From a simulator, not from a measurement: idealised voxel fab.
Process module in this document: voxel fin reveal
FYI the section here is cut, 205 nm wide, cells are 5 nm squares.
When this document writes out a cross-section, it uses a grid of square cells and lists it as bands, beginning at the top and moving down, with a band standing for one or more rows of cells.
In this notation a band is specified by the heights of its top and bottom, in that order and in nm, after which its materials appear from left to right, each paired with its width in nm. The word "all across" attached to a single material means that material fills the band from edge to edge; the word "empty" stands for empty space.
It should be noted that heights are counted from 0, beneath which the wafer as supplied is of one material throughout, and that the lowest band possesses no lower boundary but continues downward, as written in "0 down".
Width spec "30..40" -> top row of cells at first value, bottom row at second value, equal per-row change in between.
"remains unaltered" -> step changed no cross-section cell.
"Unvented cavities": sealed empty spaces, 8 cells or more, no open way to top, listed width x height at distance, with distance from the left edge and width, height and distance in nm.
On a step's line, text after the settings is the simulator commenting on that step.
The setting "overlay nm" may be written on the line of a step. When the step uses a mask, the value reports how far to the right of the planned place the mask lay, and a negative value reports that it lay to the left.
Plan:
- 1: RECEIVE, material Si
- 2: CONFORMAL_DEP, material SiN, thk nm 5
- 3: DIRECTIONAL_DEP, material aC, thk nm 10
- 4: PATTERN, tone cover, mask id FINS, material resist, width nm 15, pitch nm 45, thk nm 30, overlay nm 0
- 5: DIRECTIONAL_ETCH, etch materials aC, depth nm 10
- 6: STRIP, etch materials resist
- 7: DIRECTIONAL_ETCH, etch materials SiN, depth nm 5
- 8: DIRECTIONAL_ETCH, etch materials Si, depth nm 35
- 9: STRIP, etch materials aC
- 10: FILL_DEP, material SiO2, thk nm 15
- 11: CMP, height nm 5
- 12: SELECTIVE_ETCH, etch materials SiO2, depth nm 15
- 13: STRIP, etch materials SiN
- 14: CONFORMAL_DEP, material HfO2, thk nm 5
First of two wafers - as planned:
As received, after step 1:
  0 down: Si all across
  Unvented cavities: none
Sectional view: wafer, after step 2:
  5 to 0: SiN all across
  below 0: unchanged
Sectional view: wafer, after step 3:
  15 to 5: aC all across
  below 5: unchanged
Sectional view: wafer, after step 4:
  45 to 15: 50 of empty, then 15 of resist, then 30 of empty, then 15 of resist, then 30 of empty, then 15 of resist, then 50 of empty
  below 15: unchanged
Sectional view: wafer, after step 5:
  35 to 15: 50 of empty, then 15 of resist, then 30 of empty, then 15 of resist, then 30 of empty, then 15 of resist, then 50 of empty
  15 to 5: 50 of empty, then 15 of aC, then 30 of empty, then 15 of aC, then 30 of empty, then 15 of aC, then 50 of empty
  below 5: unchanged
Sectional view: wafer, after step 6:
  15 to 5: 50 of empty, then 15 of aC, then 30 of empty, then 15 of aC, then 30 of empty, then 15 of aC, then 50 of empty
  below 5: unchanged
Sectional view: wafer, after step 7:
  15 to 5: 50 of empty, then 15 of aC, then 30 of empty, then 15 of aC, then 30 of empty, then 15 of aC, then 50 of empty
  5 to 0: 50 of empty, then 15 of SiN, then 30 of empty, then 15 of SiN, then 30 of empty, then 15 of SiN, then 50 of empty
  below 0: unchanged
Sectional view: wafer, after step 8:
  15 to 5: 50 of empty, then 15 of aC, then 30 of empty, then 15 of aC, then 30 of empty, then 15 of aC, then 50 of empty
  5 to 0: 50 of empty, then 15 of SiN, then 30 of empty, then 15 of SiN, then 30 of empty, then 15 of SiN, then 50 of empty
  0 to -35: 50 of empty, then 15 of Si, then 30 of empty, then 15 of Si, then 30 of empty, then 15 of Si, then 50 of empty
  below -35: unchanged
Sectional view: wafer, after step 9:
  5 to 0: 50 of empty, then 15 of SiN, then 30 of empty, then 15 of SiN, then 30 of empty, then 15 of SiN, then 50 of empty
  below 0: unchanged
Sectional view: wafer, after step 10:
  20 to 5: SiO2 all across
  5 to 0: 50 of SiO2, then 15 of SiN, then 30 of SiO2, then 15 of SiN, then 30 of SiO2, then 15 of SiN, then 50 of SiO2
  0 to -35: 50 of SiO2, then 15 of Si, then 30 of SiO2, then 15 of Si, then 30 of SiO2, then 15 of Si, then 50 of SiO2
  below -35: unchanged
Sectional view: wafer, after step 11:
  5 to 0: 50 of SiO2, then 15 of SiN, then 30 of SiO2, then 15 of SiN, then 30 of SiO2, then 15 of SiN, then 50 of SiO2
  below 0: unchanged
Sectional view: wafer, after step 12:
  5 to 0: 50 of empty, then 15 of SiN, then 30 of empty, then 15 of SiN, then 30 of empty, then 15 of SiN, then 50 of empty
  0 to -10: 50 of empty, then 15 of Si, then 30 of empty, then 15 of Si, then 30 of empty, then 15 of Si, then 50 of empty
  below -10: unchanged
Sectional view: wafer, after step 13:
  0 to -10: 50 of empty, then 15 of Si, then 30 of empty, then 15 of Si, then 30 of empty, then 15 of Si, then 50 of empty
  below -10: unchanged
Sectional view: wafer, after step 14:
  5 to 0: 45 of empty, then 25 of HfO2, then 20 of empty, then 25 of HfO2, then 20 of empty, then 25 of HfO2, then 45 of empty
  0 to -5: 45 of empty, then 5 of HfO2, then 15 of Si, then 5 of HfO2, then 20 of empty, then 5 of HfO2, then 15 of Si, then 5 of HfO2, then 20 of empty, then 5 of HfO2, then 15 of Si, then 5 of HfO2, then 45 of empty
  -5 to -10: 50 of HfO2, then 15 of Si, then 30 of HfO2, then 15 of Si, then 30 of HfO2, then 15 of Si, then 50 of HfO2
  below -10: unchanged
Here the second wafer is described. Its start and its plan were those of the first wafer. Its run contained one mistake. Up to and including step 11, it did exactly what the first wafer did:
At the planned end of step 12, the second wafer in cross-section:
  5 to 0: 50 of empty, then 15 of SiN, then 30 of empty, then 15 of SiN, then 30 of empty, then 15 of SiN, then 50 of empty
  0 to -25: 50 of empty, then 15 of Si, then 30 of empty, then 15 of Si, then 30 of empty, then 15 of Si, then 50 of empty
  below -25: unchanged
At the planned end of step 13, the second wafer in cross-section:
  0 to -25: 50 of empty, then 15 of Si, then 30 of empty, then 15 of Si, then 30 of empty, then 15 of Si, then 50 of empty
  below -25: unchanged
At the planned end of step 14, the second wafer in cross-section:
  5 to 0: 45 of empty, then 25 of HfO2, then 20 of empty, then 25 of HfO2, then 20 of empty, then 25 of HfO2, then 45 of empty
  0 to -20: 45 of empty, then 5 of HfO2, then 15 of Si, then 5 of HfO2, then 20 of empty, then 5 of HfO2, then 15 of Si, then 5 of HfO2, then 20 of empty, then 5 of HfO2, then 15 of Si, then 5 of HfO2, then 45 of empty
  -20 to -25: 50 of HfO2, then 15 of Si, then 30 of HfO2, then 15 of Si, then 30 of HfO2, then 15 of Si, then 50 of HfO2
  below -25: unchanged
Finding, execution versus plan: step 12 of the plan was executed twice over
Final cells, second wafer relative to first, materials higher or lower: HfO2 +18; SiO2 -96
